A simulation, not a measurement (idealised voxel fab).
process module | voxel self aligned contacts
Square cells of 5 nm make up the cross-section cut, whose width is 270 nm.
Square cells in a grid make up a cross-section in this document, and the grid is given as bands, listed from the top down, each one or more rows of cells. Band entry format. Leading values: height of top, height of bottom, nm. Remainder: materials in left-to-right order, each with its width in nm. Special words: "everywhere" on a single material, which then fills the band edge to edge; "blank", empty space. It should be noted that heights are counted from 0, beneath which the wafer as supplied is of one material throughout, and that the lowest band possesses no lower boundary but continues downward, as written in "0 and below". The width entry "30..40" should be interpreted row by row: the top row of cells in the band takes the first number, the bottom row takes the second number, and the change between adjacent rows is uniform throughout. The designation "changes: none", where it is given for a processing step, indicates that no cell of the cross-section was altered in the course of that step. Each empty space that has no open way to the top and spans at least 8 cells appears under "Fully sealed voids" as width x height at distance, the distance counted from the left edge, all in nm. That trailing text on a step's line, after the settings, is the simulator's own remark on the step. On any step carrying a mask, the "overlay nm" setting, if present on the step's line, tells how far right of its planned place the mask lay; negative values point to the left.
**Process steps (planned)**
- 1: RECEIVE [material Si]
- 2: OXIDIZE [depth nm 5]
- 3: DIRECTIONAL_DEP [material polySi] [thk nm 30]
- 4: DIRECTIONAL_DEP [material SiN] [thk nm 20]
- 5: DIRECTIONAL_DEP [material aC] [thk nm 15]
- 6: PATTERN [tone cover] [mask id GATE] [material resist] [width nm 25] [pitch nm 55] [thk nm 30] [overlay nm 0]
- 7: DIRECTIONAL_ETCH [etch materials aC] [depth nm 15]
- 8: STRIP [etch materials resist]
- 9: DIRECTIONAL_ETCH [etch materials SiN] [depth nm 20]
- 10: DIRECTIONAL_ETCH [etch materials polySi] [depth nm 30]
- 11: STRIP [etch materials aC]
- 12: CONFORMAL_DEP [material SiN] [thk nm 5]
- 13: DIRECTIONAL_ETCH [etch materials SiN] [depth nm 5]
- 14: FILL_DEP [material SiO2] [thk nm 15]
- 15: CMP [height nm 60]
- 16: MASKED_ETCH [tone open] [mask id CONTACT] [width nm 40] [etch materials SiO2] [depth nm 65] [overlay nm 0]
- 17: CONFORMAL_DEP [material TiN] [thk nm 5]
- 18: FILL_DEP [material W] [thk nm 5]
- 19: CMP [height nm 60]
- 20: CONFORMAL_DEP [material SiCN] [thk nm 5]
**Incoming wafer, cross-sectional view, post step 1**
> 0 and below = Si everywhere
> Fully sealed voids: none
**First of two wafers, end-of-module section, run followed plan**
> 65 down to 60 = SiCN everywhere
> 60 down to 50 = SiO2=115  TiN=5..15  W=30..10  TiN=5..15  SiO2=115
> 50 down to 30 = SiO2=90  SiN=35  TiN=5  W=10  TiN=5  SiN=35  SiO2=90
> 30 down to 0 = SiO2=90  SiN=5  polySi=25  SiN=5  TiN=5  W=10  TiN=5  SiN=5  polySi=25  SiN=5  SiO2=90
> 0 down to -5 = SiO2=125  TiN=20  SiO2=125
> -5 and below = Si everywhere
> Fully sealed voids: none
**Wafer two (of two), end-of-module cross-section: start = wafer one, plan = wafer one, one run mistake**
> 65 down to 60 = SiCN everywhere
> 60 down to 50 = SiO2=115  TiN=5..10  W=30..10  TiN=5..20  SiO2=115
> 50 down to 30 = SiO2=85  SiN=35  TiN=5  W=10  TiN=5  SiN=35  SiO2=95
> 30 down to 0 = SiO2=85  SiN=5  polySi=25  SiN=5  TiN=5  W=10  TiN=5  SiN=5  polySi=25  SiN=5  SiO2=95
> 0 down to -5 = SiO2=120  TiN=20  SiO2=130
> -5 and below = Si everywhere
> Fully sealed voids: none
Short version of what went wrong: in deviation from the planned setting, step 6 was conducted as PATTERN [tone cover] [mask id GATE] [material resist] [width nm 25] [pitch nm 55] [thk nm 30] [overlay nm -5]
Comparing end states, the material composition by cell count is preserved from the first wafer to the second, while the locations of the cells are not.
